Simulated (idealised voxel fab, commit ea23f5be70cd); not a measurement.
Process module in this document: voxel wiring stack
FYI the section here is cut, 210 nm wide, cells are 5 nm squares.
In this document a cross-section is written as a grid of square cells. It is given as a series of bands, listed from the top down, and a band is one or more rows of cells. Top, bottom (nm), then materials left to right with widths (nm); lone material tagged "full width" fills the whole band edge to edge; "blank" = empty space. Basically, 0 is our baseline, since under it the wafer straight out of the box is all one material. The bottom band has no lower end and keeps on going down, so it looks like "0 nm and below". The two numbers in a width such as "30..40" mark its ends across the band: the first belongs to the top row of cells, the second to the bottom row, and from each row to the next the width moves by the same amount. For the purposes of this document, the phrase "no modification" attached to a step denotes that no cell within the cross-section was modified by that step. "Trapped cavities" enumerates empty spaces isolated from the top, with no open way to it, that contain at least 8 cells, giving each as width x height at distance from the left edge, all three in nm. Formally, on a step line, whatever follows the settings is a remark that the simulator itself makes on the step. The line of a step may include "overlay nm". On a step with a mask, this value is how far to the right of its planned place the mask lay. A negative value means the mask lay to the left.

THE PLANNED PROCESS STEPS ARE ENUMERATED HEREUNDER
- 1: RECEIVE,material Si
- 2: CONFORMAL_DEP,material SiO2,thk nm 15
- 3: DIRECTIONAL_DEP,material TiN,thk nm 5
- 4: DIRECTIONAL_DEP,material W,thk nm 20
- 5: MASKED_ETCH,tone cover,mask id METAL_1,width nm 20,pitch nm 35,etch materials W,depth nm 20,overlay nm 0
- 6: MASKED_ETCH,tone cover,mask id METAL_1,width nm 20,pitch nm 35,etch materials TiN,depth nm 5,overlay nm 0
- 7: CONFORMAL_DEP,material SiN,thk nm 5
- 8: FILL_DEP,material SiO2,thk nm 5
- 9: CMP,height nm 40
- 10: CONFORMAL_DEP,material SiCN,thk nm 5
- 11: DIRECTIONAL_DEP,material SiO2,thk nm 35
- 12: MASKED_ETCH,tone open,mask id METAL_2,width nm 20,pitch nm 35,etch materials SiO2,depth nm 20,overlay nm 0
- 13: MASKED_ETCH,tone open,mask id METAL_2_HOLES,width nm 15,etch materials SiO2,depth nm 15,overlay nm 0
- 14: MASKED_ETCH,tone open,mask id METAL_2_HOLES,width nm 15,etch materials SiCN,depth nm 5,overlay nm 0
- 15: CONFORMAL_DEP,material TiN,thk nm 5
- 16: FILL_DEP,material Cu,thk nm 5
- 17: CMP,height nm 80
- 18: CONFORMAL_DEP,material SiCN,thk nm 5
- 19: DIRECTIONAL_DEP,material SiO2,thk nm 10
- 20: MASKED_ETCH,tone open,mask id PLUG_2,width nm 15,pitch nm 35,etch materials SiO2,depth nm 10,overlay nm 0
- 21: MASKED_ETCH,tone open,mask id PLUG_2,width nm 15,pitch nm 35,etch materials SiCN,depth nm 5,overlay nm 0
- 22: EPI,material Ru,thk nm 10
- 23: EPI,material Ru,thk nm 5
- 24: CONFORMAL_DEP,material SiN,thk nm 5
- 25: DIRECTIONAL_DEP,material SiO2,thk nm 15
- 26: PATTERN,tone open,mask id METAL_3,material resist,width nm 20,pitch nm 35,thk nm 20,overlay nm 0
- 27: DIRECTIONAL_ETCH,etch materials SiO2,depth nm 15
- 28: DIRECTIONAL_ETCH,etch materials SiN,depth nm 5
- 29: STRIP,etch materials resist
- 30: CONFORMAL_DEP,material TiN,thk nm 5
- 31: FILL_DEP,material W,thk nm 10
- 32: CMP,height nm 115
- 33: CONFORMAL_DEP,material SiCN,thk nm 5
- 34: DIRECTIONAL_DEP,material SiO2,thk nm 35
- 35: PATTERN,tone open,mask id METAL_4,material resist,width nm 20,pitch nm 35,thk nm 20,overlay nm 0
- 36: DIRECTIONAL_ETCH,etch materials SiO2,depth nm 20
- 37: STRIP,etch materials resist
- 38: DIRECTIONAL_DEP,material aC,thk nm 10
- 39: PATTERN,tone open,mask id METAL_4_HOLES,material resist,width nm 15,pitch nm 35,thk nm 25,overlay nm 0
- 40: DIRECTIONAL_ETCH,etch materials aC,depth nm 10
- 41: STRIP,etch materials resist
- 42: DIRECTIONAL_ETCH,etch materials SiO2,depth nm 15
- 43: DIRECTIONAL_ETCH,etch materials SiCN,depth nm 5
- 44: STRIP,etch materials aC
- 45: CONFORMAL_DEP,material TiN,thk nm 5
- 46: FILL_DEP,material Cu,thk nm 10
- 47: CMP,height nm 155
- 48: CONFORMAL_DEP,material SiCN,thk nm 5

INCOMING WAFER IN CROSS-SECTION (STATE: AFTER STEP 1)
  0 nm and below: Si full width
  Trapped cavities: none

HERE'S THE CROSS-SECTION OF THE FIRST OF OUR TWO WAFERS AT THE END OF THE MODULE - IT RAN AS PLANNED
  160 nm to 155 nm: SiCN full width
  155 nm to 140 nm: SiO2 (75), then TiN (5), then Cu (10), then TiN (5), then SiO2 (15), then TiN (5), then Cu (10), then TiN (5), then SiO2 (80)
  140 nm to 135 nm: SiO2 (75), then TiN (5), then Cu (5), then TiN (10), then SiO2 (15), then TiN (5), then Cu (5), then TiN (10), then SiO2 (80)
  135 nm to 120 nm: SiO2 (75), then TiN (5), then Cu (5), then TiN (5), then SiO2 (20), then TiN (5), then Cu (5), then TiN (5), then SiO2 (85)
  120 nm to 115 nm: SiCN (75), then TiN (15), then SiCN (20), then TiN (15), then SiCN (85)
  115 nm to 100 nm: SiO2 (75), then TiN (5), then W (10), then TiN (5), then SiO2 (15), then TiN (5), then W (10), then TiN (5), then SiO2 (80)
  100 nm to 95 nm: SiN (75), then TiN (20), then SiN (15), then TiN (20), then SiN (80)
  95 nm to 85 nm: SiO2 (75), then Ru (15), then SiO2 (20), then Ru (15), then SiO2 (85)
  85 nm to 80 nm: SiCN (75), then Ru (15), then SiCN (20), then Ru (15), then SiCN (85)
  80 nm to 65 nm: SiO2 (75), then TiN (5), then Cu (10), then TiN (5), then SiO2 (15), then TiN (5), then Cu (10), then TiN (5), then SiO2 (80)
  65 nm to 60 nm: SiO2 (75), then TiN (5), then Cu (5), then TiN (10), then SiO2 (15), then TiN (20), then SiO2 (80)
  60 nm to 45 nm: SiO2 (75), then TiN (5), then Cu (5), then TiN (5), then SiO2 (120)
  45 nm to 40 nm: SiCN (75), then TiN (15), then SiCN (120)
  40 nm to 20 nm: SiO2 (70), then SiN (5), then W (20), then SiN (5), then SiO2 (5), then SiN (5), then W (20), then SiN (5), then SiO2 (75)
  20 nm to 15 nm: SiN (75), then TiN (20), then SiN (15), then TiN (20), then SiN (80)
  15 nm to 0 nm: SiO2 full width
  0 nm and below: Si full width
  Trapped cavities: none

SECOND WAFER AT THE END: LIKE START, LIKE PLAN, ONE MISTAKE
  160 nm to 155 nm: SiCN full width
  155 nm to 140 nm: SiO2 (75), then TiN (5), then Cu (10), then TiN (5), then SiO2 (15), then TiN (5), then Cu (10), then TiN (5), then SiO2 (80)
  140 nm to 135 nm: SiO2 (75), then TiN (5), then Cu (5), then TiN (10), then SiO2 (15), then TiN (5), then Cu (5), then TiN (10), then SiO2 (80)
  135 nm to 120 nm: SiO2 (75), then TiN (5), then Cu (5), then TiN (5), then SiO2 (20), then TiN (5), then Cu (5), then TiN (5), then SiO2 (85)
  120 nm to 115 nm: SiCN (75), then TiN (15), then SiCN (20), then TiN (15), then SiCN (85)
  115 nm to 110 nm: W (55), then TiN (5), then SiO2 (15), then TiN (5), then W (10), then TiN (5), then SiO2 (15), then TiN (5), then W (10), then TiN (5), then SiO2 (10), then TiN (5), then W (65)
  110 nm to 105 nm: TiN (60), then SiO2 (15), then TiN (5), then W (10), then TiN (5), then SiO2 (15), then TiN (5), then W (10), then TiN (5), then SiO2 (10), then TiN (70)
  105 nm to 100 nm: SiO2 (75), then TiN (5), then W (10), then TiN (5), then SiO2 (15), then TiN (5), then W (10), then TiN (5), then SiO2 (80)
  100 nm to 95 nm: SiO2 (60), then SiN (15), then TiN (20), then SiN (15), then TiN (20), then SiN (10), then SiO2 (70)
  95 nm to 90 nm: SiO2 (60), then SiN (5), then Ru (70), then SiN (5), then SiO2 (70)
  90 nm to 85 nm: SiN (65), then Ru (70), then SiN (75)
  85 nm to 80 nm: SiCN (75), then Ru (15), then SiCN (20), then Ru (15), then SiCN (85)
  80 nm to 65 nm: SiO2 (75), then TiN (5), then Cu (10), then TiN (5), then SiO2 (15), then TiN (5), then Cu (10), then TiN (5), then SiO2 (80)
  65 nm to 60 nm: SiO2 (75), then TiN (5), then Cu (5), then TiN (10), then SiO2 (15), then TiN (20), then SiO2 (80)
  60 nm to 45 nm: SiO2 (75), then TiN (5), then Cu (5), then TiN (5), then SiO2 (120)
  45 nm to 40 nm: SiCN (75), then TiN (15), then SiCN (120)
  40 nm to 20 nm: SiO2 (70), then SiN (5), then W (20), then SiN (5), then SiO2 (5), then SiN (5), then W (20), then SiN (5), then SiO2 (75)
  20 nm to 15 nm: SiN (75), then TiN (20), then SiN (15), then TiN (20), then SiN (80)
  15 nm to 0 nm: SiO2 full width
  0 nm and below: Si full width
  Trapped cavities: none
What was the processing mistake? plan step 19: skipped, not run
Count the cells at the end and the second wafer has more or fewer of some materials than the first: 16 more of Ru | 4 more of SiN | 72 fewer of SiO2 | 28 more of TiN | 24 more of W
